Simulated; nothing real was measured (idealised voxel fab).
The following process module bears the name voxel self aligned contacts.
200 nm wide, 5 nm square cells: that's cross-section cut.
Cross-sections here: square-cell grids, written as top-down lists of bands, a band being one or more rows of cells.
In this notation a band is specified by the heights of its top and bottom, in that order and in nm, after which its materials appear from left to right, each paired with its width in nm. The word "everywhere" attached to a single material means that material fills the band from edge to edge; the word "blank" stands for empty space.
Convention: height 0 is the level below which the wafer, as received, is all one material. The lowest band does not terminate at the bottom but continues downward, represented as "0 nm and below".
A width such as "30..40" changes by the same amount from each row of cells to the next, from the band's top row to its bottom row.
Key: "no alterations made" - step with no changed cell in the cross-section.
Empty spaces without an open route to the top, at least 8 cells in extent, make up the entry "Enclosed void list"; each is given as width x height at distance, where the distance is measured from the left edge, and all are in nm.
Step line, after settings: the simulator's comment on this step.
overlay nm, on a step with a mask: how far to the right of its planned place the mask lay; to the left if negative
**Here's what the planned process steps look like**
1,RECEIVE [material Si]
2,CONFORMAL_DEP [material SiO2] [thk nm 5]
3,DIRECTIONAL_DEP [material polySi] [thk nm 20]
4,DIRECTIONAL_DEP [material SiN] [thk nm 20]
5,PATTERN [tone cover] [mask id GATE] [material resist] [width nm 35] [pitch nm 70] [thk nm 20] [overlay nm 0]
6,DIRECTIONAL_ETCH [etch materials SiN] [depth nm 20]
7,DIRECTIONAL_ETCH [etch materials polySi] [depth nm 20]
8,STRIP [etch materials resist]
9,CONFORMAL_DEP [material SiN] [thk nm 5]
10,DIRECTIONAL_ETCH [etch materials SiN] [depth nm 5]
11,FILL_DEP [material SiO2] [thk nm 20]
12,CMP [height nm 55]
13,MASKED_ETCH [tone open] [mask id CONTACT] [width nm 55] [etch materials SiO2] [depth nm 55] [overlay nm 0]
14,CONFORMAL_DEP [material TiN] [thk nm 5]
15,FILL_DEP [material Ru] [thk nm 5]
16,CMP [height nm 55]
17,CONFORMAL_DEP [material SiN] [thk nm 5]
**First wafer, two in total, run as planned**
**Step 1 complete: cross-section of the wafer as received**
* 0 nm and below = Si everywhere
* Enclosed void list: none
**Cross-section of the wafer subsequent to step 2**
* 5 nm to 0 nm = SiO2 everywhere
* Everything under 0 stays put, no change at all.
**Cross-section of the wafer subsequent to step 3**
* 25 nm to 5 nm = polySi everywhere
* Everything under 5 stays put, no change at all.
**Cross-section of the wafer subsequent to step 4**
* 45 nm to 25 nm = SiN everywhere
* Everything under 25 stays put, no change at all.
**Cross-section of the wafer subsequent to step 5**
* 65 nm to 45 nm = 45 nm blank / 35 nm resist / 35 nm blank / 35 nm resist / 50 nm blank
* Everything under 45 stays put, no change at all.
**Cross-section of the wafer subsequent to step 6**
* 65 nm to 45 nm = 45 nm blank / 35 nm resist / 35 nm blank / 35 nm resist / 50 nm blank
* 45 nm to 25 nm = 45 nm blank / 35 nm SiN / 35 nm blank / 35 nm SiN / 50 nm blank
* Everything under 25 stays put, no change at all.
**Cross-section of the wafer subsequent to step 7**
* 65 nm to 45 nm = 45 nm blank / 35 nm resist / 35 nm blank / 35 nm resist / 50 nm blank
* 45 nm to 25 nm = 45 nm blank / 35 nm SiN / 35 nm blank / 35 nm SiN / 50 nm blank
* 25 nm to 5 nm = 45 nm blank / 35 nm polySi / 35 nm blank / 35 nm polySi / 50 nm blank
* Everything under 5 stays put, no change at all.
**Cross-section of the wafer subsequent to step 8**
* 45 nm to 25 nm = 45 nm blank / 35 nm SiN / 35 nm blank / 35 nm SiN / 50 nm blank
* Everything under 25 stays put, no change at all.
**Cross-section of the wafer subsequent to step 9**
* 50 nm to 25 nm = 40 nm blank / 45 nm SiN / 25 nm blank / 45 nm SiN / 45 nm blank
* 25 nm to 10 nm = 40 nm blank / 5 nm SiN / 35 nm polySi / 5 nm SiN / 25 nm blank / 5 nm SiN / 35 nm polySi / 5 nm SiN / 45 nm blank
* 10 nm to 5 nm = 45 nm SiN / 35 nm polySi / 35 nm SiN / 35 nm polySi / 50 nm SiN
* Everything under 5 stays put, no change at all.
**Cross-section of the wafer subsequent to step 10**
* 45 nm to 25 nm = 40 nm blank / 45 nm SiN / 25 nm blank / 45 nm SiN / 45 nm blank
* 25 nm to 5 nm = 40 nm blank / 5 nm SiN / 35 nm polySi / 5 nm SiN / 25 nm blank / 5 nm SiN / 35 nm polySi / 5 nm SiN / 45 nm blank
* Everything under 5 stays put, no change at all.
**Cross-section of the wafer subsequent to step 11**
* 65 nm to 45 nm = SiO2 everywhere
* 45 nm to 25 nm = 40 nm SiO2 / 45 nm SiN / 25 nm SiO2 / 45 nm SiN / 45 nm SiO2
* 25 nm to 5 nm = 40 nm SiO2 / 5 nm SiN / 35 nm polySi / 5 nm SiN / 25 nm SiO2 / 5 nm SiN / 35 nm polySi / 5 nm SiN / 45 nm SiO2
* Everything under 5 stays put, no change at all.
**Cross-section of the wafer subsequent to step 12**
* 55 nm to 45 nm = SiO2 everywhere
* Everything under 45 stays put, no change at all.
**Cross-section of the wafer subsequent to step 13**
* 55 nm to 45 nm = 70 nm SiO2 / 55 nm blank / 75 nm SiO2
* 45 nm to 25 nm = 40 nm SiO2 / 45 nm SiN / 25 nm blank / 45 nm SiN / 45 nm SiO2
* 25 nm to 5 nm = 40 nm SiO2 / 5 nm SiN / 35 nm polySi / 5 nm SiN / 25 nm blank / 5 nm SiN / 35 nm polySi / 5 nm SiN / 45 nm SiO2
* 5 nm to 0 nm = 85 nm SiO2 / 25 nm blank / 90 nm SiO2
* Everything under 0 stays put, no change at all.
**Cross-section of the wafer subsequent to step 14**
* 60 nm to 55 nm = 75 nm TiN / 45 nm blank / 80 nm TiN
* 55 nm to 45 nm = 70 nm SiO2 / 5..20 nm TiN / 45..15 nm blank / 5..20 nm TiN / 75 nm SiO2
* 45 nm to 25 nm = 40 nm SiO2 / 45 nm SiN / 5 nm TiN / 15 nm blank / 5 nm TiN / 45 nm SiN / 45 nm SiO2
* 25 nm to 5 nm = 40 nm SiO2 / 5 nm SiN / 35 nm polySi / 5 nm SiN / 5 nm TiN / 15 nm blank / 5 nm TiN / 5 nm SiN / 35 nm polySi / 5 nm SiN / 45 nm SiO2
* 5 nm to 0 nm = 85 nm SiO2 / 25 nm TiN / 90 nm SiO2
* Everything under 0 stays put, no change at all.
**Cross-section of the wafer subsequent to step 15**
* 65 nm to 60 nm = Ru everywhere
* 60 nm to 55 nm = 75 nm TiN / 45 nm Ru / 80 nm TiN
* 55 nm to 45 nm = 70 nm SiO2 / 5..20 nm TiN / 45..15 nm Ru / 5..20 nm TiN / 75 nm SiO2
* 45 nm to 25 nm = 40 nm SiO2 / 45 nm SiN / 5 nm TiN / 15 nm Ru / 5 nm TiN / 45 nm SiN / 45 nm SiO2
* 25 nm to 5 nm = 40 nm SiO2 / 5 nm SiN / 35 nm polySi / 5 nm SiN / 5 nm TiN / 15 nm Ru / 5 nm TiN / 5 nm SiN / 35 nm polySi / 5 nm SiN / 45 nm SiO2
* Everything under 5 stays put, no change at all.
**Cross-section of the wafer subsequent to step 16**
* 55 nm to 45 nm = 70 nm SiO2 / 5..20 nm TiN / 45..15 nm Ru / 5..20 nm TiN / 75 nm SiO2
* Everything under 45 stays put, no change at all.
**Cross-section of the wafer subsequent to step 17**
* 60 nm to 55 nm = SiN everywhere
* Everything under 55 stays put, no change at all.
**Companion wafer, the second of two: same beginning, same intended sequence, one mistake in carrying it out; through step 4 inclusive it tracks the first exactly**
**Planned end of step 5: second wafer, cross-section**
* 65 nm to 45 nm = 40 nm blank / 35 nm resist / 35 nm blank / 35 nm resist / 55 nm blank
* Everything under 45 stays put, no change at all.
**Planned end of step 6: second wafer, cross-section**
* 65 nm to 45 nm = 40 nm blank / 35 nm resist / 35 nm blank / 35 nm resist / 55 nm blank
* 45 nm to 25 nm = 40 nm blank / 35 nm SiN / 35 nm blank / 35 nm SiN / 55 nm blank
* Everything under 25 stays put, no change at all.
**Planned end of step 7: second wafer, cross-section**
* 65 nm to 45 nm = 40 nm blank / 35 nm resist / 35 nm blank / 35 nm resist / 55 nm blank
* 45 nm to 25 nm = 40 nm blank / 35 nm SiN / 35 nm blank / 35 nm SiN / 55 nm blank
* 25 nm to 5 nm = 40 nm blank / 35 nm polySi / 35 nm blank / 35 nm polySi / 55 nm blank
* Everything under 5 stays put, no change at all.
**Planned end of step 8: second wafer, cross-section**
* 45 nm to 25 nm = 40 nm blank / 35 nm SiN / 35 nm blank / 35 nm SiN / 55 nm blank
* Everything under 25 stays put, no change at all.
**Planned end of step 9: second wafer, cross-section**
* 50 nm to 25 nm = 35 nm blank / 45 nm SiN / 25 nm blank / 45 nm SiN / 50 nm blank
* 25 nm to 10 nm = 35 nm blank / 5 nm SiN / 35 nm polySi / 5 nm SiN / 25 nm blank / 5 nm SiN / 35 nm polySi / 5 nm SiN / 50 nm blank
* 10 nm to 5 nm = 40 nm SiN / 35 nm polySi / 35 nm SiN / 35 nm polySi / 55 nm SiN
* Everything under 5 stays put, no change at all.
**Planned end of step 10: second wafer, cross-section**
* 45 nm to 25 nm = 35 nm blank / 45 nm SiN / 25 nm blank / 45 nm SiN / 50 nm blank
* 25 nm to 5 nm = 35 nm blank / 5 nm SiN / 35 nm polySi / 5 nm SiN / 25 nm blank / 5 nm SiN / 35 nm polySi / 5 nm SiN / 50 nm blank
* Everything under 5 stays put, no change at all.
**Planned end of step 11: second wafer, cross-section**
* 65 nm to 45 nm = SiO2 everywhere
* 45 nm to 25 nm = 35 nm SiO2 / 45 nm SiN / 25 nm SiO2 / 45 nm SiN / 50 nm SiO2
* 25 nm to 5 nm = 35 nm SiO2 / 5 nm SiN / 35 nm polySi / 5 nm SiN / 25 nm SiO2 / 5 nm SiN / 35 nm polySi / 5 nm SiN / 50 nm SiO2
* Everything under 5 stays put, no change at all.
**Planned end of step 12: second wafer, cross-section**
* 55 nm to 45 nm = SiO2 everywhere
* Everything under 45 stays put, no change at all.
**Planned end of step 13: second wafer, cross-section**
* 55 nm to 45 nm = 70 nm SiO2 / 55 nm blank / 75 nm SiO2
* 45 nm to 25 nm = 35 nm SiO2 / 45 nm SiN / 25 nm blank / 45 nm SiN / 50 nm SiO2
* 25 nm to 5 nm = 35 nm SiO2 / 5 nm SiN / 35 nm polySi / 5 nm SiN / 25 nm blank / 5 nm SiN / 35 nm polySi / 5 nm SiN / 50 nm SiO2
* 5 nm to 0 nm = 80 nm SiO2 / 25 nm blank / 95 nm SiO2
* Everything under 0 stays put, no change at all.
**Planned end of step 14: second wafer, cross-section**
* 60 nm to 55 nm = 75 nm TiN / 45 nm blank / 80 nm TiN
* 55 nm to 45 nm = 70 nm SiO2 / 5..15 nm TiN / 45..15 nm blank / 5..25 nm TiN / 75 nm SiO2
* 45 nm to 25 nm = 35 nm SiO2 / 45 nm SiN / 5 nm TiN / 15 nm blank / 5 nm TiN / 45 nm SiN / 50 nm SiO2
* 25 nm to 5 nm = 35 nm SiO2 / 5 nm SiN / 35 nm polySi / 5 nm SiN / 5 nm TiN / 15 nm blank / 5 nm TiN / 5 nm SiN / 35 nm polySi / 5 nm SiN / 50 nm SiO2
* 5 nm to 0 nm = 80 nm SiO2 / 25 nm TiN / 95 nm SiO2
* Everything under 0 stays put, no change at all.
**Planned end of step 15: second wafer, cross-section**
* 65 nm to 60 nm = Ru everywhere
* 60 nm to 55 nm = 75 nm TiN / 45 nm Ru / 80 nm TiN
* 55 nm to 45 nm = 70 nm SiO2 / 5..15 nm TiN / 45..15 nm Ru / 5..25 nm TiN / 75 nm SiO2
* 45 nm to 25 nm = 35 nm SiO2 / 45 nm SiN / 5 nm TiN / 15 nm Ru / 5 nm TiN / 45 nm SiN / 50 nm SiO2
* 25 nm to 5 nm = 35 nm SiO2 / 5 nm SiN / 35 nm polySi / 5 nm SiN / 5 nm TiN / 15 nm Ru / 5 nm TiN / 5 nm SiN / 35 nm polySi / 5 nm SiN / 50 nm SiO2
* Everything under 5 stays put, no change at all.
**Planned end of step 16: second wafer, cross-section**
* 55 nm to 45 nm = 70 nm SiO2 / 5..15 nm TiN / 45..15 nm Ru / 5..25 nm TiN / 75 nm SiO2
* Everything under 45 stays put, no change at all.
**Planned end of step 17: second wafer, cross-section**
* 60 nm to 55 nm = SiN everywhere
* Everything under 55 stays put, no change at all.
Deviation from plan: step 5 did not happen as planned, as run it was PATTERN [tone cover] [mask id GATE] [material resist] [width nm 35] [pitch nm 70] [thk nm 20] [overlay nm -5]
By the end, you'd get the same cell count for each material on either wafer, but the second wafer puts them somewhere else.
